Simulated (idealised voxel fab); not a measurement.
The document below concerns the process module designated voxel released beams.
The figure presents cross-section cut, which has a width of 225 nm and is divided into square cells with an edge length of 5 nm.
Cross-section format: a grid of square cells, given as bands from top to bottom; each band is one or more rows of cells.
What a band's entry tells you: where the top is and where the bottom is, as heights in nm, and after that what lies inside, material by material from left to right, each with its width in nm. Empty space is written as the word "empty", and a single material marked with the word "everywhere" occupies the band from edge to edge.
Heights from 0 (as-received wafer is one material below). Bottom band endless downward, as "0 and below".
A width given as "30 to 40" starts at the first number in the band's top row and ends at the second number in its bottom row, shifting by an equal amount at every step from row to row.
The cross-section has no changed cell in any step marked "all unchanged".
The label "Sealed void inventory" introduces a list of the empty spaces, 8 cells or larger, that have no open way up to the top; each entry in it reads width x height at distance, where the distance is taken from the left edge and all three are stated in nm.
If you see something after the settings on a step's line, that's the simulator's own remark about that step.
You can add "overlay nm" to a step's line. For a step with a mask, it describes how far the mask lay to the right of its planned position, and a negative number describes a lay to the left.

Planned process steps:
1 RECEIVE | material Si
2 CONFORMAL_DEP | material Al2O3 | thk nm 10
3 DIRECTIONAL_DEP | material SiO2 | thk nm 15
4 MASKED_ETCH | tone open | mask id ANCHOR | width nm 45 | etch materials SiO2 | depth nm 15 | overlay nm 0
5 CONFORMAL_DEP | material polySi | thk nm 15
6 MASKED_ETCH | tone cover | mask id BEAM | width nm 90 | etch materials polySi | depth nm 15 | overlay nm 0
7 STRIP | etch materials SiO2
The plan shows the width nm of step 6 as the first wafer had it; this setting differs between the wafers, which start out alike.

As-received cross-section, first of several wafers, post step 1:
> 0 and below: Si everywhere
> Sealed void inventory: none

Table: wafers, a row each; end-of-module cell change per material since receipt, gain (+), loss (-); then closed voids:
width nm 90; +90 Al2O3; +72 polySi; Sealed void inventory: none
width nm 95; +90 Al2O3; +75 polySi; Sealed void inventory: none
width nm 100; +90 Al2O3; +78 polySi; Sealed void inventory: none
width nm 105; +90 Al2O3; +81 polySi; Sealed void inventory: none
width nm 110; +90 Al2O3; +84 polySi; Sealed void inventory: none
width nm 115; +90 Al2O3; +87 polySi; Sealed void inventory: none
